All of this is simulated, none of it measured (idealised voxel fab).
process module | voxel local oxidation
cross-section cut | 220 nm wide | cells 5 nm
A cross-section is a grid of square cells, given in bands from the top down. A band is one or more rows of cells.
Each band's line starts with the height of the band's top and of its bottom, in nm. Then come its materials from left to right, each with its width in nm. One material with "throughout" fills the band from edge to edge. "air" is empty space.
Height 0 is the level under which the wafer as received is all one material. The lowest band goes on downwards, as in "0 down".
A width such as "30 to 40" changes by the same amount from each row of cells to the next, from the band's top row to its bottom row.
"no change" after a step means that no cell of the cross-section changed.
closed voids: empty space of 8 cells or more with no open way to the top, each as width x height at its distance from the left edge, in nm
after a step's settings: what the simulator itself notes on the step
overlay nm, on a step with a mask: how far to the right of its planned place the mask lay; to the left if negative
plan
1 op RECEIVE | material Si
2 op CONFORMAL_DEP | material SiO2 | thk nm 5
3 op CONFORMAL_DEP | material SiN | thk nm 10
4 op MASKED_ETCH | tone cover | mask id ACTIVE | width nm 95 | etch materials SiN | depth nm 10 | overlay nm -15
5 op SELECTIVE_ETCH | etch materials SiO2 | depth nm 5
6 op OXIDIZE | depth nm 15
7 op STRIP | etch materials SiN
varied across the wafers: overlay nm of step 4. The plan shows the first wafer's value. All wafers start alike
first wafer as received, after step 1
  0 down: Si throughout
  closed voids: none
each wafer at the end: cells of each material gained (+) or lost (-) since it was received, then its closed voids
overlay nm -15 | -99 Si | +116 SiO2 | closed voids: none
overlay nm -10 | -99 Si | +116 SiO2 | closed voids: none
overlay nm -5 | -99 Si | +116 SiO2 | closed voids: none
overlay nm 0 | -99 Si | +116 SiO2 | closed voids: none
overlay nm 5 | -99 Si | +116 SiO2 | closed voids: none
overlay nm 10 | -99 Si | +116 SiO2 | closed voids: none
overlay nm 15 | -99 Si | +116 SiO2 | closed voids: none
